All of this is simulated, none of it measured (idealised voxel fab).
process module | voxel fin reveal
cross-section cut | 185 nm wide | cells 5 nm
A cross-section is a grid of square cells, given in bands from the top down. A band is one or more rows of cells.
Each band's line starts with the height of the band's top and of its bottom, in nm. Then come its materials from left to right, each with its width in nm. One material with "throughout" fills the band from edge to edge. "air" is empty space.
Height 0 is the level under which the wafer as received is all one material. The lowest band goes on downwards, as in "0 down".
A width such as "30 to 40" changes by the same amount from each row of cells to the next, from the band's top row to its bottom row.
"no change" after a step means that no cell of the cross-section changed.
closed voids: empty space of 8 cells or more with no open way to the top, each as width x height at its distance from the left edge, in nm
after a step's settings: what the simulator itself notes on the step
overlay nm, on a step with a mask: how far to the right of its planned place the mask lay; to the left if negative
plan
1 op RECEIVE | material Si
2 op CONFORMAL_DEP | material SiN | thk nm 10
3 op MASKED_ETCH | tone cover | mask id FINS | width nm 15 | pitch nm 35 | etch materials SiN | depth nm 10 | overlay nm 0
4 op MASKED_ETCH | tone cover | mask id FINS | width nm 15 | pitch nm 35 | etch materials Si | depth nm 40 | overlay nm 0
5 op FILL_DEP | material SiO2 | thk nm 5
6 op CMP | height nm 10
7 op SELECTIVE_ETCH | etch materials SiO2 | depth nm 30
8 op STRIP | etch materials SiN
9 op CONFORMAL_DEP | material HfO2 | thk nm 5
as received, after step 1
  0 down: Si throughout
  closed voids: none
a wafer at the end: this start, this plan, one mistake
  15 to 10: air 60 | HfO2 25 | air 10 | HfO2 25 | air 65
  10 to 0: air 60 | HfO2 5 | SiN 15 | HfO2 5 | air 10 | HfO2 5 | SiN 15 | HfO2 5 | air 65
  0 to -35: air 60 | HfO2 5 | Si 15 | HfO2 5 | air 10 | HfO2 5 | Si 15 | HfO2 5 | air 65
  -35 to -40: HfO2 65 | Si 15 | HfO2 20 | Si 15 | HfO2 70
  -40 down: Si throughout
  closed voids: none
what went wrong: step 8 ran as: op STRIP | etch materials SiO2
